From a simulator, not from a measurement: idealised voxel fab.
process module | voxel fin reveal
cross-section cut | 235 nm wide | cells 5 nm
A cross-section is a grid of square cells, given in bands from the top down. A band is one or more rows of cells.
Each band's line starts with the height of the band's top and of its bottom, in nm. Then come its materials from left to right, each with its width in nm. One material with "throughout" fills the band from edge to edge. "air" is empty space.
Height 0 is the level under which the wafer as received is all one material. The lowest band goes on downwards, as in "0 down".
A width such as "30 to 40" changes by the same amount from each row of cells to the next, from the band's top row to its bottom row.
"no change" after a step means that no cell of the cross-section changed.
closed voids: empty space of 8 cells or more with no open way to the top, each as width x height at its distance from the left edge, in nm
after a step's settings: what the simulator itself notes on the step
overlay nm, on a step with a mask: how far to the right of its planned place the mask lay; to the left if negative
plan
1 op RECEIVE | material Si
2 op CONFORMAL_DEP | material SiN | thk nm 5
3 op PATTERN | tone cover | mask id FINS | material resist | width nm 15 | pitch nm 40 | thk nm 20 | overlay nm 0
4 op DIRECTIONAL_ETCH | etch materials SiN | depth nm 5
5 op DIRECTIONAL_ETCH | etch materials Si | depth nm 40
6 op STRIP | etch materials resist
7 op FILL_DEP | material SiO2 | thk nm 10
8 op CMP | height nm 5
9 op SELECTIVE_ETCH | etch materials SiO2 | depth nm 30
10 op STRIP | etch materials SiN
11 op CONFORMAL_DEP | material SiO2 | thk nm 5
first wafer, as planned
as received, after step 1
  0 down: Si throughout
  closed voids: none
after step 2
  5 to 0: SiN throughout
  below 0: unchanged
after step 3
  25 to 5: air 50 | resist 15 | air 25 | resist 15 | air 25 | resist 15 | air 25 | resist 15 | air 50
  below 5: unchanged
after step 4
  25 to 5: air 50 | resist 15 | air 25 | resist 15 | air 25 | resist 15 | air 25 | resist 15 | air 50
  5 to 0: air 50 | SiN 15 | air 25 | SiN 15 | air 25 | SiN 15 | air 25 | SiN 15 | air 50
  below 0: unchanged
after step 5
  25 to 5: air 50 | resist 15 | air 25 | resist 15 | air 25 | resist 15 | air 25 | resist 15 | air 50
  5 to 0: air 50 | SiN 15 | air 25 | SiN 15 | air 25 | SiN 15 | air 25 | SiN 15 | air 50
  0 to -40: air 50 | Si 15 | air 25 | Si 15 | air 25 | Si 15 | air 25 | Si 15 | air 50
  below -40: unchanged
after step 6
  5 to 0: air 50 | SiN 15 | air 25 | SiN 15 | air 25 | SiN 15 | air 25 | SiN 15 | air 50
  below 0: unchanged
after step 7
  15 to 5: SiO2 throughout
  5 to 0: SiO2 50 | SiN 15 | SiO2 25 | SiN 15 | SiO2 25 | SiN 15 | SiO2 25 | SiN 15 | SiO2 50
  0 to -40: SiO2 50 | Si 15 | SiO2 25 | Si 15 | SiO2 25 | Si 15 | SiO2 25 | Si 15 | SiO2 50
  below -40: unchanged
after step 8
  5 to 0: SiO2 50 | SiN 15 | SiO2 25 | SiN 15 | SiO2 25 | SiN 15 | SiO2 25 | SiN 15 | SiO2 50
  below 0: unchanged
after step 9
  5 to 0: air 50 | SiN 15 | air 25 | SiN 15 | air 25 | SiN 15 | air 25 | SiN 15 | air 50
  0 to -25: air 50 | Si 15 | air 25 | Si 15 | air 25 | Si 15 | air 25 | Si 15 | air 50
  below -25: unchanged
after step 10
  0 to -25: air 50 | Si 15 | air 25 | Si 15 | air 25 | Si 15 | air 25 | Si 15 | air 50
  below -25: unchanged
after step 11
  5 to 0: air 45 | SiO2 25 | air 15 | SiO2 25 | air 15 | SiO2 25 | air 15 | SiO2 25 | air 45
  0 to -20: air 45 | SiO2 5 | Si 15 | SiO2 5 | air 15 | SiO2 5 | Si 15 | SiO2 5 | air 15 | SiO2 5 | Si 15 | SiO2 5 | air 15 | SiO2 5 | Si 15 | SiO2 5 | air 45
  -20 to -40: SiO2 50 | Si 15 | SiO2 25 | Si 15 | SiO2 25 | Si 15 | SiO2 25 | Si 15 | SiO2 50
  below -40: unchanged
second wafer: like start, like plan, one mistake. Through step 2 it matches the first wafer
when step 3 should have ended
  25 to 5: resist 50 | air 15 | resist 25 | air 15 | resist 25 | air 15 | resist 25 | air 15 | resist 50
  below 5: unchanged
when step 4 should have ended
  25 to 5: resist 50 | air 15 | resist 25 | air 15 | resist 25 | air 15 | resist 25 | air 15 | resist 50
  5 to 0: SiN 50 | air 15 | SiN 25 | air 15 | SiN 25 | air 15 | SiN 25 | air 15 | SiN 50
  below 0: unchanged
when step 5 should have ended
  25 to 5: resist 50 | air 15 | resist 25 | air 15 | resist 25 | air 15 | resist 25 | air 15 | resist 50
  5 to 0: SiN 50 | air 15 | SiN 25 | air 15 | SiN 25 | air 15 | SiN 25 | air 15 | SiN 50
  0 to -40: Si 50 | air 15 | Si 25 | air 15 | Si 25 | air 15 | Si 25 | air 15 | Si 50
  below -40: unchanged
when step 6 should have ended
  5 to 0: SiN 50 | air 15 | SiN 25 | air 15 | SiN 25 | air 15 | SiN 25 | air 15 | SiN 50
  below 0: unchanged
when step 7 should have ended
  15 to 5: SiO2 throughout
  5 to 0: SiN 50 | SiO2 15 | SiN 25 | SiO2 15 | SiN 25 | SiO2 15 | SiN 25 | SiO2 15 | SiN 50
  0 to -40: Si 50 | SiO2 15 | Si 25 | SiO2 15 | Si 25 | SiO2 15 | Si 25 | SiO2 15 | Si 50
  below -40: unchanged
when step 8 should have ended
  5 to 0: SiN 50 | SiO2 15 | SiN 25 | SiO2 15 | SiN 25 | SiO2 15 | SiN 25 | SiO2 15 | SiN 50
  below 0: unchanged
when step 9 should have ended
  5 to 0: SiN 50 | air 15 | SiN 25 | air 15 | SiN 25 | air 15 | SiN 25 | air 15 | SiN 50
  0 to -25: Si 50 | air 15 | Si 25 | air 15 | Si 25 | air 15 | Si 25 | air 15 | Si 50
  below -25: unchanged
when step 10 should have ended
  0 to -25: Si 50 | air 15 | Si 25 | air 15 | Si 25 | air 15 | Si 25 | air 15 | Si 50
  below -25: unchanged
when step 11 should have ended
  5 to 0: SiO2 55 | air 5 | SiO2 35 | air 5 | SiO2 35 | air 5 | SiO2 35 | air 5 | SiO2 55
  0 to -20: Si 50 | SiO2 5 | air 5 | SiO2 5 | Si 25 | SiO2 5 | air 5 | SiO2 5 | Si 25 | SiO2 5 | air 5 | SiO2 5 | Si 25 | SiO2 5 | air 5 | SiO2 5 | Si 50
  -20 to -40: Si 50 | SiO2 15 | Si 25 | SiO2 15 | Si 25 | SiO2 15 | Si 25 | SiO2 15 | Si 50
  below -40: unchanged
what went wrong: step 3 ran as: op PATTERN | tone open | mask id FINS | material resist | width nm 15 | pitch nm 40 | thk nm 20 | overlay nm 0
at the end the second wafer has, in cells: 184 more of Si | 69 fewer of SiO2
